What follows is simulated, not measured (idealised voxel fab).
The document below concerns the process module designated voxel self aligned contacts.
Square cells of 5 nm make up the cross-section cut, whose width is 230 nm.
Just so we're on the same page, the cross-sections are grids of square cells, and they're listed out in bands top to bottom, each band one or more rows deep.
First you get the band's top height and its bottom height, in nm, and then the materials it's made of, left to right, with each width in nm. If you see a single material with "all across", that one covers the band edge to edge. "empty" is empty space.
Below 0: as-received wafer, all one material; heights counted from there. Lowest band: no bottom, goes on down, written "top 0, no bottom".
Read "30->40" as a graded width: first number on top, second number at the bottom, same change between each pair of neighbouring rows.
"no change" (step): cross-section cells unchanged, all of them.
Each empty space that has no open way to the top and spans at least 8 cells appears under "Voids, enclosed" as width x height at distance, the distance counted from the left edge, all in nm.
Formally, on a step line, whatever follows the settings is a remark that the simulator itself makes on the step.
A step line may carry the setting "overlay nm", which, for steps involving a mask, states the distance by which the mask lay to the right of its intended position; negative values denote displacement to the left.
[Planned process steps]
1 RECEIVE, material Si
2 OXIDIZE, depth nm 5
3 DIRECTIONAL_DEP, material polySi, thk nm 30
4 DIRECTIONAL_DEP, material SiN, thk nm 20
5 DIRECTIONAL_DEP, material aC, thk nm 15
6 PATTERN, tone cover, mask id GATE, material resist, width nm 25, pitch nm 50, thk nm 30, overlay nm 0
7 DIRECTIONAL_ETCH, etch materials aC, depth nm 15
8 STRIP, etch materials resist
9 DIRECTIONAL_ETCH, etch materials SiN, depth nm 20
10 DIRECTIONAL_ETCH, etch materials polySi, depth nm 30
11 STRIP, etch materials aC
12 CONFORMAL_DEP, material SiN, thk nm 5
13 DIRECTIONAL_ETCH, etch materials SiN, depth nm 5
14 FILL_DEP, material SiO2, thk nm 20
15 CMP, height nm 60
16 PATTERN, tone open, mask id CONTACT, material resist, width nm 35, thk nm 15, overlay nm 0
17 DIRECTIONAL_ETCH, etch materials SiO2, depth nm 65
18 STRIP, etch materials resist
19 CONFORMAL_DEP, material TiN, thk nm 5
20 FILL_DEP, material Ru, thk nm 5
21 CMP, height nm 60
22 CONFORMAL_DEP, material SiCN, thk nm 5
[First of the two wafers, run per plan]
[As-received state of the wafer in cross-section, equivalent to post-step 1]
	top 0, no bottom  Si all across
	Voids, enclosed: none
[After step 2, in cross-section]
	top 0, bottom -5  SiO2 all across
	Under the height -5 nothing was changed.
[After step 3, in cross-section]
	top 30, bottom 0  polySi all across
	Under the height 0 nothing was changed.
[After step 4, in cross-section]
	top 50, bottom 30  SiN all across
	Under the height 30 nothing was changed.
[After step 5, in cross-section]
	top 65, bottom 50  aC all across
	Under the height 50 nothing was changed.
[After step 6, in cross-section]
	top 95, bottom 65  empty: 75; resist: 25; empty: 25; resist: 25; empty: 80
	Under the height 65 nothing was changed.
[After step 7, in cross-section]
	top 80, bottom 65  empty: 75; resist: 25; empty: 25; resist: 25; empty: 80
	top 65, bottom 50  empty: 75; aC: 25; empty: 25; aC: 25; empty: 80
	Under the height 50 nothing was changed.
[After step 8, in cross-section]
	top 65, bottom 50  empty: 75; aC: 25; empty: 25; aC: 25; empty: 80
	Under the height 50 nothing was changed.
[After step 9, in cross-section]
	top 65, bottom 50  empty: 75; aC: 25; empty: 25; aC: 25; empty: 80
	top 50, bottom 30  empty: 75; SiN: 25; empty: 25; SiN: 25; empty: 80
	Under the height 30 nothing was changed.
[After step 10, in cross-section]
	top 65, bottom 50  empty: 75; aC: 25; empty: 25; aC: 25; empty: 80
	top 50, bottom 30  empty: 75; SiN: 25; empty: 25; SiN: 25; empty: 80
	top 30, bottom 0  empty: 75; polySi: 25; empty: 25; polySi: 25; empty: 80
	Under the height 0 nothing was changed.
[After step 11, in cross-section]
	top 50, bottom 30  empty: 75; SiN: 25; empty: 25; SiN: 25; empty: 80
	Under the height 30 nothing was changed.
[After step 12, in cross-section]
	top 55, bottom 30  empty: 70; SiN: 35; empty: 15; SiN: 35; empty: 75
	top 30, bottom 5  empty: 70; SiN: 5; polySi: 25; SiN: 5; empty: 15; SiN: 5; polySi: 25; SiN: 5; empty: 75
	top 5, bottom 0  SiN: 75; polySi: 25; SiN: 25; polySi: 25; SiN: 80
	Under the height 0 nothing was changed.
[After step 13, in cross-section]
	top 50, bottom 30  empty: 70; SiN: 35; empty: 15; SiN: 35; empty: 75
	top 30, bottom 0  empty: 70; SiN: 5; polySi: 25; SiN: 5; empty: 15; SiN: 5; polySi: 25; SiN: 5; empty: 75
	Under the height 0 nothing was changed.
[After step 14, in cross-section]
	top 70, bottom 50  SiO2 all across
	top 50, bottom 30  SiO2: 70; SiN: 35; SiO2: 15; SiN: 35; SiO2: 75
	top 30, bottom 0  SiO2: 70; SiN: 5; polySi: 25; SiN: 5; SiO2: 15; SiN: 5; polySi: 25; SiN: 5; SiO2: 75
	Under the height 0 nothing was changed.
[After step 15, in cross-section]
	top 60, bottom 50  SiO2 all across
	Under the height 50 nothing was changed.
[After step 16, in cross-section]
	top 75, bottom 60  resist: 95; empty: 35; resist: 100
	Under the height 60 nothing was changed.
[After step 17, in cross-section]
	top 75, bottom 60  resist: 95; empty: 35; resist: 100
	top 60, bottom 50  SiO2: 95; empty: 35; SiO2: 100
	top 50, bottom 30  SiO2: 70; SiN: 35; empty: 15; SiN: 35; SiO2: 75
	top 30, bottom 0  SiO2: 70; SiN: 5; polySi: 25; SiN: 5; empty: 15; SiN: 5; polySi: 25; SiN: 5; SiO2: 75
	top 0, bottom -5  SiO2: 105; empty: 15; SiO2: 110
	Under the height -5 nothing was changed.
[After step 18, in cross-section]
	top 60, bottom 50  SiO2: 95; empty: 35; SiO2: 100
	Under the height 50 nothing was changed.
[After step 19, in cross-section]
	top 65, bottom 60  TiN: 100; empty: 25; TiN: 105
	top 60, bottom 50  SiO2: 95; TiN: 5->15; empty: 25->5; TiN: 5->15; SiO2: 100
	top 50, bottom 30  SiO2: 70; SiN: 35; TiN: 5; empty: 5; TiN: 5; SiN: 35; SiO2: 75
	top 30, bottom 0  SiO2: 70; SiN: 5; polySi: 25; SiN: 5; TiN: 5; empty: 5; TiN: 5; SiN: 5; polySi: 25; SiN: 5; SiO2: 75
	top 0, bottom -5  SiO2: 105; TiN: 15; SiO2: 110
	Under the height -5 nothing was changed.
[After step 20, in cross-section]
	top 70, bottom 65  Ru all across
	top 65, bottom 60  TiN: 100; Ru: 25; TiN: 105
	top 60, bottom 50  SiO2: 95; TiN: 5->15; Ru: 25->5; TiN: 5->15; SiO2: 100
	top 50, bottom 30  SiO2: 70; SiN: 35; TiN: 5; Ru: 5; TiN: 5; SiN: 35; SiO2: 75
	top 30, bottom 0  SiO2: 70; SiN: 5; polySi: 25; SiN: 5; TiN: 5; Ru: 5; TiN: 5; SiN: 5; polySi: 25; SiN: 5; SiO2: 75
	Under the height 0 nothing was changed.
[After step 21, in cross-section]
	top 60, bottom 50  SiO2: 95; TiN: 5->15; Ru: 25->5; TiN: 5->15; SiO2: 100
	Under the height 50 nothing was changed.
[After step 22, in cross-section]
	top 65, bottom 60  SiCN all across
	Under the height 60 nothing was changed.
[Wafer two: like wafer one in start and plan, but with one mistake in execution; identical up to and including step 1]
[Second wafer, cut view, end of step 2 per plan]
	top 0, bottom -15  SiO2 all across
	Under the height -15 nothing was changed.
[Second wafer, cut view, end of step 3 per plan]
	top 30, bottom 0  polySi all across
	Under the height 0 nothing was changed.
[Second wafer, cut view, end of step 4 per plan]
	top 50, bottom 30  SiN all across
	Under the height 30 nothing was changed.
[Second wafer, cut view, end of step 5 per plan]
	top 65, bottom 50  aC all across
	Under the height 50 nothing was changed.
[Second wafer, cut view, end of step 6 per plan]
	top 95, bottom 65  empty: 75; resist: 25; empty: 25; resist: 25; empty: 80
	Under the height 65 nothing was changed.
[Second wafer, cut view, end of step 7 per plan]
	top 80, bottom 65  empty: 75; resist: 25; empty: 25; resist: 25; empty: 80
	top 65, bottom 50  empty: 75; aC: 25; empty: 25; aC: 25; empty: 80
	Under the height 50 nothing was changed.
[Second wafer, cut view, end of step 8 per plan]
	top 65, bottom 50  empty: 75; aC: 25; empty: 25; aC: 25; empty: 80
	Under the height 50 nothing was changed.
[Second wafer, cut view, end of step 9 per plan]
	top 65, bottom 50  empty: 75; aC: 25; empty: 25; aC: 25; empty: 80
	top 50, bottom 30  empty: 75; SiN: 25; empty: 25; SiN: 25; empty: 80
	Under the height 30 nothing was changed.
[Second wafer, cut view, end of step 10 per plan]
	top 65, bottom 50  empty: 75; aC: 25; empty: 25; aC: 25; empty: 80
	top 50, bottom 30  empty: 75; SiN: 25; empty: 25; SiN: 25; empty: 80
	top 30, bottom 0  empty: 75; polySi: 25; empty: 25; polySi: 25; empty: 80
	Under the height 0 nothing was changed.
[Second wafer, cut view, end of step 11 per plan]
	top 50, bottom 30  empty: 75; SiN: 25; empty: 25; SiN: 25; empty: 80
	Under the height 30 nothing was changed.
[Second wafer, cut view, end of step 12 per plan]
	top 55, bottom 30  empty: 70; SiN: 35; empty: 15; SiN: 35; empty: 75
	top 30, bottom 5  empty: 70; SiN: 5; polySi: 25; SiN: 5; empty: 15; SiN: 5; polySi: 25; SiN: 5; empty: 75
	top 5, bottom 0  SiN: 75; polySi: 25; SiN: 25; polySi: 25; SiN: 80
	Under the height 0 nothing was changed.
[Second wafer, cut view, end of step 13 per plan]
	top 50, bottom 30  empty: 70; SiN: 35; empty: 15; SiN: 35; empty: 75
	top 30, bottom 0  empty: 70; SiN: 5; polySi: 25; SiN: 5; empty: 15; SiN: 5; polySi: 25; SiN: 5; empty: 75
	Under the height 0 nothing was changed.
[Second wafer, cut view, end of step 14 per plan]
	top 70, bottom 50  SiO2 all across
	top 50, bottom 30  SiO2: 70; SiN: 35; SiO2: 15; SiN: 35; SiO2: 75
	top 30, bottom 0  SiO2: 70; SiN: 5; polySi: 25; SiN: 5; SiO2: 15; SiN: 5; polySi: 25; SiN: 5; SiO2: 75
	Under the height 0 nothing was changed.
[Second wafer, cut view, end of step 15 per plan]
	top 60, bottom 50  SiO2 all across
	Under the height 50 nothing was changed.
[Second wafer, cut view, end of step 16 per plan]
	top 75, bottom 60  resist: 95; empty: 35; resist: 100
	Under the height 60 nothing was changed.
[Second wafer, cut view, end of step 17 per plan]
	top 75, bottom 60  resist: 95; empty: 35; resist: 100
	top 60, bottom 50  SiO2: 95; empty: 35; SiO2: 100
	top 50, bottom 30  SiO2: 70; SiN: 35; empty: 15; SiN: 35; SiO2: 75
	top 30, bottom 0  SiO2: 70; SiN: 5; polySi: 25; SiN: 5; empty: 15; SiN: 5; polySi: 25; SiN: 5; SiO2: 75
	top 0, bottom -5  SiO2: 105; empty: 15; SiO2: 110
	Under the height -5 nothing was changed.
[Second wafer, cut view, end of step 18 per plan]
	top 60, bottom 50  SiO2: 95; empty: 35; SiO2: 100
	Under the height 50 nothing was changed.
[Second wafer, cut view, end of step 19 per plan]
	top 65, bottom 60  TiN: 100; empty: 25; TiN: 105
	top 60, bottom 50  SiO2: 95; TiN: 5->15; empty: 25->5; TiN: 5->15; SiO2: 100
	top 50, bottom 30  SiO2: 70; SiN: 35; TiN: 5; empty: 5; TiN: 5; SiN: 35; SiO2: 75
	top 30, bottom 0  SiO2: 70; SiN: 5; polySi: 25; SiN: 5; TiN: 5; empty: 5; TiN: 5; SiN: 5; polySi: 25; SiN: 5; SiO2: 75
	top 0, bottom -5  SiO2: 105; TiN: 15; SiO2: 110
	Under the height -5 nothing was changed.
[Second wafer, cut view, end of step 20 per plan]
	top 70, bottom 65  Ru all across
	top 65, bottom 60  TiN: 100; Ru: 25; TiN: 105
	top 60, bottom 50  SiO2: 95; TiN: 5->15; Ru: 25->5; TiN: 5->15; SiO2: 100
	top 50, bottom 30  SiO2: 70; SiN: 35; TiN: 5; Ru: 5; TiN: 5; SiN: 35; SiO2: 75
	top 30, bottom 0  SiO2: 70; SiN: 5; polySi: 25; SiN: 5; TiN: 5; Ru: 5; TiN: 5; SiN: 5; polySi: 25; SiN: 5; SiO2: 75
	Under the height 0 nothing was changed.
[Second wafer, cut view, end of step 21 per plan]
	top 60, bottom 50  SiO2: 95; TiN: 5->15; Ru: 25->5; TiN: 5->15; SiO2: 100
	Under the height 50 nothing was changed.
[Second wafer, cut view, end of step 22 per plan]
	top 65, bottom 60  SiCN all across
	Under the height 60 nothing was changed.
Against the plan, the run slipped here: step 2 was run on a setting that differed from the plan, and what really ran there is OXIDIZE, depth nm 15
Final tally in cells, some materials are higher or lower on the second wafer than on the first: Si -92, SiO2 +92
